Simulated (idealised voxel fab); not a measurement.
voxel gate over fins: a process module
Xsec cut, 205 nm wide, square cell size 5 nm.
Square cells in a grid make up a cross-section in this document, and the grid is given as bands, listed from the top down, each one or more rows of cells.
Top height, bottom height, nm. Materials left to right, width each, nm. Single material + "all across" = fills band edge to edge. "blank" = empty.
A quick word on heights: they are counted from 0, and under that level the wafer as it came to us is one material throughout. The lowest band is different from the rest in having no bottom; it simply continues downward, written as in "0..down".
Top row gets the first number, bottom row gets the second, and each row in between changes by the same step: that is how a band width like "30 to 40" works.
"remained unchanged" -> step changed no cross-section cell.
If an empty space has no open way to the top and is at least 8 cells in size, "Closed void roster" lists it, written width x height at distance, where distance is measured from the left edge and every value is in nm.
On each step's line, the part that comes after the settings is the simulator's own comment on the step.
overlay nm: for a step with a mask, the amount by which the mask lay right of where it was planned; a negative amount means left of it.

Here's what the planned process steps look like:
1 RECEIVE,material Si
2 CONFORMAL_DEP,material SiN,thk nm 5
3 MASKED_ETCH,tone cover,mask id FINS,width nm 15,pitch nm 55,etch materials SiN,depth nm 5,overlay nm 0
4 MASKED_ETCH,tone cover,mask id FINS,width nm 15,pitch nm 55,etch materials Si,depth nm 35,overlay nm 0
5 OXIDIZE,depth nm 5
6 FILL_DEP,material SiO2,thk nm 10
7 CMP,height nm 5
8 DIRECTIONAL_DEP,material aC,thk nm 15
9 PATTERN,tone open,mask id RAIL,material resist,width nm 15,thk nm 35,overlay nm 0
10 DIRECTIONAL_ETCH,etch materials aC,depth nm 15
11 STRIP,etch materials resist
12 DIRECTIONAL_ETCH,etch materials SiO2,depth nm 35
13 STRIP,etch materials aC
14 CONFORMAL_DEP,material TiN,thk nm 5
15 FILL_DEP,material Ru,thk nm 5
16 CMP,height nm 5
17 SELECTIVE_ETCH,etch materials W Ru TiN,depth nm 30
18 FILL_DEP,material SiO2,thk nm 5
19 CMP,height nm 5
20 SELECTIVE_ETCH,etch materials SiO2,depth nm 20
21 STRIP,etch materials SiN
22 CONFORMAL_DEP,material HfO2,thk nm 5
23 CONFORMAL_DEP,material TiN,thk nm 5
24 FILL_DEP,material W,thk nm 15
25 CMP,height nm 20
26 CONFORMAL_DEP,material SiCN,thk nm 5

Cross-section of the wafer as it came to us, i.e., already through step 1:
* 0..down  Si all across
* Closed void roster: none

a wafer at the end: this start, this plan, one mistake:
* 25..20  SiCN all across
* 20..10  W all across
* 10..5  W 35 | TiN 30 | W 25 | TiN 30 | W 25 | TiN 30 | W 30
* 5..0  W 35 | TiN 5 | HfO2 20 | TiN 5 | W 25 | TiN 5 | HfO2 20 | TiN 5 | W 25 | TiN 5 | HfO2 20 | TiN 5 | W 30
* 0..-5  W 35 | TiN 5 | HfO2 5 | Si 10 | HfO2 5 | TiN 5 | W 25 | TiN 5 | HfO2 5 | Si 10 | HfO2 5 | TiN 5 | W 25 | TiN 5 | HfO2 5 | Si 10 | HfO2 5 | TiN 5 | W 30
* -5..-10  TiN 40 | HfO2 5 | Si 10 | HfO2 5 | TiN 35 | HfO2 5 | Si 10 | HfO2 5 | TiN 35 | HfO2 5 | Si 10 | HfO2 5 | TiN 35
* -10..-15  HfO2 45 | Si 10 | HfO2 45 | Si 10 | HfO2 45 | Si 10 | HfO2 40
* -15..-25  SiO2 45 | Si 10 | SiO2 45 | Si 10 | SiO2 45 | Si 10 | SiO2 40
* -25..-30  SiO2 45 | Si 10 | SiO2 10 | TiN 15 | SiO2 20 | Si 10 | SiO2 45 | Si 10 | SiO2 40
* -30..-40  SiO2 45 | Si 10 | SiO2 45 | Si 10 | SiO2 45 | Si 10 | SiO2 40
* -40..down  Si all across
* Closed void roster: none
Nonconformance to the process plan: step 3 was processed under conditions differing from the plan, specifically as MASKED_ETCH,tone cover,mask id FINS,width nm 20,pitch nm 55,etch materials SiN,depth nm 5,overlay nm 0
